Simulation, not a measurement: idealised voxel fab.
Herein follows the process module entitled voxel ribs on slabs.
Square cells of 5 nm make up the cross-section cut, whose width is 155 nm.
Cross-section, as written here: a square-cell grid given band by band from the top down, where a band holds one or more rows of cells.
Top height, bottom height, nm. Materials left to right, width each, nm. Single material + "full width" = fills band edge to edge. "air" = empty.
Heights are reckoned from 0. Under this level, the received wafer is all of one material. The bottommost band is open-ended downward, for example "0..down".
Read "30->40" as a graded width: first number on top, second number at the bottom, same change between each pair of neighbouring rows.
What does "no change" mean for a step? It means no cell of the cross-section changed in that step.
Under "closed voids" you'll find the enclosed gaps, the ones with no way out to the top, that are 8 cells or bigger; each reads width x height at distance, with distance counted from the left edge, everything in nm.
It should be noted that, on the line of a given step, the content following the step's settings is a remark produced by the simulator itself with respect to that step.
What "overlay nm" on a step's line means: if the step has a mask, that mask lay this far to the right of its planned place, or, when the value is negative, to the left.
# Process steps (planned)
1,op RECEIVE | material Si
2,op DIRECTIONAL_DEP | material SiO2 | thk nm 20
3,op DIRECTIONAL_DEP | material SiN | thk nm 15
4,op DIRECTIONAL_DEP | material aC | thk nm 10
5,op PATTERN | tone cover | mask id RIB | material resist | width nm 30 | thk nm 30 | overlay nm 0
6,op DIRECTIONAL_ETCH | etch materials aC | depth nm 10
7,op STRIP | etch materials resist
8,op DIRECTIONAL_ETCH | etch materials SiN | depth nm 10
9,op STRIP | etch materials aC
10,op DIRECTIONAL_DEP | material aC | thk nm 15
11,op PATTERN | tone cover | mask id SLAB | material resist | width nm 90 | thk nm 35 | overlay nm 0
12,op DIRECTIONAL_ETCH | etch materials aC | depth nm 15
13,op STRIP | etch materials resist
14,op DIRECTIONAL_ETCH | etch materials SiN | depth nm 5
15,op STRIP | etch materials aC
16,op FILL_DEP | material SiO2 | thk nm 25
17,op CMP | height nm 50
18,op DIRECTIONAL_DEP | material W | thk nm 10
19,op DIRECTIONAL_DEP | material aC | thk nm 15
20,op PATTERN | tone cover | mask id HEATER | material resist | width nm 40 | thk nm 35 | overlay nm 0
21,op DIRECTIONAL_ETCH | etch materials aC | depth nm 15
22,op STRIP | etch materials resist
23,op DIRECTIONAL_ETCH | etch materials W | depth nm 10
24,op STRIP | etch materials aC
25,op CONFORMAL_DEP | material SiN | thk nm 10
# Wafer at receipt (post step 1), cross-section
    0..down | Si full width
    closed voids: none
# The first of the two wafers as seen in cross-section once the module was finished; processing followed the plan
    70..60 | air (45) | SiN (60) | air (50)
    60..50 | SiN (55) | W (40) | SiN (60)
    50..35 | SiO2 full width
    35..25 | SiO2 (60) | SiN (30) | SiO2 (65)
    25..20 | SiO2 (30) | SiN (90) | SiO2 (35)
    20..0 | SiO2 full width
    0..down | Si full width
    closed voids: none
# Wafer two, sectioned after the module: the first wafer's start, the first wafer's plan, and one mistake in how it was run
    70..60 | air (45) | SiN (60) | air (50)
    60..50 | SiN (55) | W (40) | SiN (60)
    50..15 | SiO2 full width
    15..0 | SiN full width
    0..down | Si full width
    closed voids: none
It is concluded that the wafer was processed incorrectly with respect to the plan, in that the executed order of steps 2 and 3 is the reverse of that specified in the plan, each step having taken the other's position
In the final state, the cell counts of the second wafer exceed or fall short of those of the first for the following materials: +63 SiN, -63 SiO2
